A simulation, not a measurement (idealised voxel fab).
The document below concerns the process module designated voxel double patterning.
Cross-section cut spans 210 nm and uses square cells 5 nm in size.
Square cells in a grid make up a cross-section in this document, and the grid is given as bands, listed from the top down, each one or more rows of cells.
Band entry format. Leading values: height of top, height of bottom, nm. Remainder: materials in left-to-right order, each with its width in nm. Special words: "full width" on a single material, which then fills the band edge to edge; "air", empty space.
Basically, 0 is our baseline, since under it the wafer straight out of the box is all one material. The bottom band has no lower end and keeps on going down, so it looks like "top 0, no bottom".
Note: "30->40" means the width goes from the first number (top row of the band) to the second number (bottom row) in equal steps per row of cells.
It should be understood that the words "no change", when stated for a given step, signify that the cross-section underwent no change in any of its cells during that step.
"Entrapped voids": empty spaces of 8 cells or more with no open way to the top, each given as width x height at distance, distance from the left edge, all in nm.
Read whatever lies past the settings on a step's line as the simulator's own remark about the step.
Regarding "overlay nm": on a step with a mask, it is the distance the mask lay to the right of its planned place; a negative value places it to the left.
These are the steps we planned for the process
1. RECEIVE, material Si
2. CONFORMAL_DEP, material SiO2, thk nm 5
3. DIRECTIONAL_DEP, material W, thk nm 10
4. DIRECTIONAL_DEP, material SiN, thk nm 10
5. MASKED_ETCH, tone open, mask id FIRST, width nm 15, pitch nm 50, etch materials SiN, depth nm 10, overlay nm 0
6. MASKED_ETCH, tone open, mask id SECOND, width nm 15, etch materials SiN, depth nm 10, overlay nm 0
7. DIRECTIONAL_ETCH, etch materials W, depth nm 10
8. STRIP, etch materials SiN
As received (post step 1): cross-section
	top 0, no bottom | Si full width
	Entrapped voids: none
Final wafer profile in cross-section after the module, from the same start and plan as above, with one mistake made during processing
	top 15, bottom 10 | SiO2 full width
	top 10, bottom 0 | W full width
	top 0, no bottom | Si full width
	Entrapped voids: none
What was done differently from what was planned? swap of plan steps 2 and 3 during execution
